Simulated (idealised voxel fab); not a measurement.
Process module name: voxel self aligned contacts
290 nm wide, 5 nm square cells: that's cross-section cut.
Heads up, the way a cross-section reads in here is a grid of square cells, handed over as bands from the top down, with every band being one or more rows of cells.
Within each band entry, the heights of the top and of the bottom of the band appear first, in that order and in nm; the materials of the band then follow from left to right, each with its corresponding width in nm. The designation "edge to edge" on a single material indicates that it fills the band from edge to edge; the designation "blank" indicates empty space.
Note: height 0 marks the level under which the wafer is uniformly one material as received. Lowest band unbounded below, written "0..down".
Think of "30->40" as a width that walks from the first number to the second as you go down the band, top row to bottom row, taking equal-sized steps from row to row.
It should be understood that the words "nothing different", when stated for a given step, signify that the cross-section underwent no change in any of its cells during that step.
In "Closed void catalog" the enclosed voids are listed, meaning empty spaces of 8 cells or larger without any opening to the top. The form is width x height at distance, distance from the left edge, units nm.
The remark found on a step's line after its settings is issued by the simulator itself and pertains to that step.
The optional step-line setting "overlay nm" applies to steps with a mask and quantifies how far to the right of its planned location the mask lay, a negative value indicating leftward placement.
This section lists the process steps that were planned
1 RECEIVE: material Si
2 CONFORMAL_DEP: material SiO2, thk nm 5
3 DIRECTIONAL_DEP: material polySi, thk nm 25
4 DIRECTIONAL_DEP: material SiN, thk nm 20
5 DIRECTIONAL_DEP: material aC, thk nm 5
6 PATTERN: tone cover, mask id GATE, material resist, width nm 35, pitch nm 80, thk nm 25, overlay nm 0
7 DIRECTIONAL_ETCH: etch materials aC, depth nm 10
8 STRIP: etch materials resist
9 DIRECTIONAL_ETCH: etch materials SiN, depth nm 20
10 DIRECTIONAL_ETCH: etch materials polySi, depth nm 25
11 STRIP: etch materials aC
12 CONFORMAL_DEP: material SiN, thk nm 10
13 DIRECTIONAL_ETCH: etch materials SiN, depth nm 10
14 FILL_DEP: material SiO2, thk nm 15
15 CMP: height nm 55
16 MASKED_ETCH: tone open, mask id CONTACT, width nm 65, pitch nm 80, etch materials SiO2, depth nm 55, overlay nm 0
17 CONFORMAL_DEP: material TiN, thk nm 5
18 FILL_DEP: material W, thk nm 5
19 CMP: height nm 55
20 CONFORMAL_DEP: material SiN, thk nm 5
Heads up: all these wafers start the same, and what changes between them is the thk nm in step 5. The value you see in the plan is just what the first wafer got.
First of several wafers (as received, post step 1), cross-sectional view
* 0..down  Si edge to edge
* Closed void catalog: none
first wafer at the end, after step 20
* 60..55  SiN edge to edge
* 55..50  SiO2 70, TiN 25, W 15, TiN 25, SiO2 15, TiN 25, W 15, TiN 25, SiO2 75
* 50..30  SiO2 35, SiN 55, TiN 5, W 15, TiN 5, SiN 55, TiN 5, W 15, TiN 5, SiN 55, SiO2 40
* 30..5  SiO2 35, SiN 10, polySi 35, SiN 10, TiN 5, W 15, TiN 5, SiN 10, polySi 35, SiN 10, TiN 5, W 15, TiN 5, SiN 10, polySi 35, SiN 10, SiO2 40
* 5..0  SiO2 90, TiN 25, SiO2 55, TiN 25, SiO2 95
* 0..down  Si edge to edge
* Closed void catalog: none
The module's end: a cross-section of the last wafer
* 60..55  SiN edge to edge
* 55..50  SiO2 70, TiN 65, SiO2 15, TiN 65, SiO2 75
* 50..30  SiN edge to edge
* 30..5  polySi edge to edge
* 5..0  SiO2 edge to edge
* 0..down  Si edge to edge
* Closed void catalog: none
Per wafer, end of module: cells gained (+) or lost (-) per material since receipt, then closed voids
thk nm 5; +250 SiN; +215 SiO2; +66 TiN; +60 W; +105 polySi; Closed void catalog: none
thk nm 10; +250 SiN; +215 SiO2; +66 TiN; +60 W; +105 polySi; Closed void catalog: none
thk nm 15; +290 SiN; +90 SiO2; +26 TiN; +290 polySi; Closed void catalog: none
thk nm 20; +290 SiN; +90 SiO2; +26 TiN; +290 polySi; Closed void catalog: none
thk nm 25; +290 SiN; +90 SiO2; +26 TiN; +290 polySi; Closed void catalog: none
